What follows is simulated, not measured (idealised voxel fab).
Process module under the name voxel released beams
It is cross-section cut that appears here, measuring 285 nm in width, its square cells being 5 nm in size.
We lay out every cross-section as a grid of square cells and spell it out in bands from the top down, where one band means one or more rows of cells. This entry defines a band. It first specifies the height of the band's top and the height of its bottom in nm, and then specifies the band's materials from left to right, stating each material with its width in nm. The word "full width" identifies a single material that fills the band from edge to edge, while the word "empty" identifies empty space. Basically, 0 is our baseline, since under it the wafer straight out of the box is all one material. The bottom band has no lower end and keeps on going down, so it looks like "top 0, no bottom". With a width like "30..40", each row of cells in the band differs from the next by the same amount, the top row carrying the first number and the bottom row the second. The cross-section has no changed cell in any step marked "remains unaltered". In "Entrapped voids" the enclosed voids are listed, meaning empty spaces of 8 cells or larger without any opening to the top. The form is width x height at distance, distance from the left edge, units nm. Anything after a step's settings on that line? It's the simulator's own note about the step. Steps that use a mask can have "overlay nm" on their line. It says how far the mask sat to the right of where it was meant to be. Negative means to the left.

[Planned process steps]
1,op RECEIVE | material Si
2,op CONFORMAL_DEP | material SiN | thk nm 5
3,op DIRECTIONAL_DEP | material SiO2 | thk nm 15
4,op PATTERN | tone open | mask id ANCHOR | material resist | width nm 35 | thk nm 20 | overlay nm 0
5,op DIRECTIONAL_ETCH | etch materials SiO2 | depth nm 15
6,op STRIP | etch materials resist
7,op CONFORMAL_DEP | material polySi | thk nm 15
8,op DIRECTIONAL_DEP | material aC | thk nm 15
9,op PATTERN | tone cover | mask id BEAM | material resist | width nm 100 | thk nm 30 | overlay nm 0
10,op DIRECTIONAL_ETCH | etch materials aC | depth nm 15
11,op STRIP | etch materials resist
12,op DIRECTIONAL_ETCH | etch materials polySi | depth nm 15
13,op STRIP | etch materials aC
14,op STRIP | etch materials SiO2

[Shown in cross-section is the wafer as received, that is, as it stands after step 1]
    top 0, no bottom: Si full width
    Entrapped voids: none

[Looking at the first of two wafers in cross-section at end of module - ran to plan]
    top 35, bottom 20: empty 90 / polySi 20 / empty 5 / polySi 75 / empty 95
    top 20, bottom 5: empty 95 / polySi 35 / empty 155
    top 5, bottom 0: SiN full width
    top 0, no bottom: Si full width
    Entrapped voids: none

[Module end: cross-section of wafer two of two. Same start and process plan as the first wafer. One mistake during execution]
    top 35, bottom 20: empty 95 / polySi 15 / empty 5 / polySi 80 / empty 90
    top 20, bottom 5: empty 95 / polySi 35 / empty 155
    top 5, bottom 0: SiN full width
    top 0, no bottom: Si full width
    Entrapped voids: none
Want to know what went wrong? step 9 did not use the planned setting and instead ran as op PATTERN | tone cover | mask id BEAM | material resist | width nm 100 | thk nm 30 | overlay nm 5
Comparing end states, the material composition by cell count is preserved from the first wafer to the second, while the locations of the cells are not.
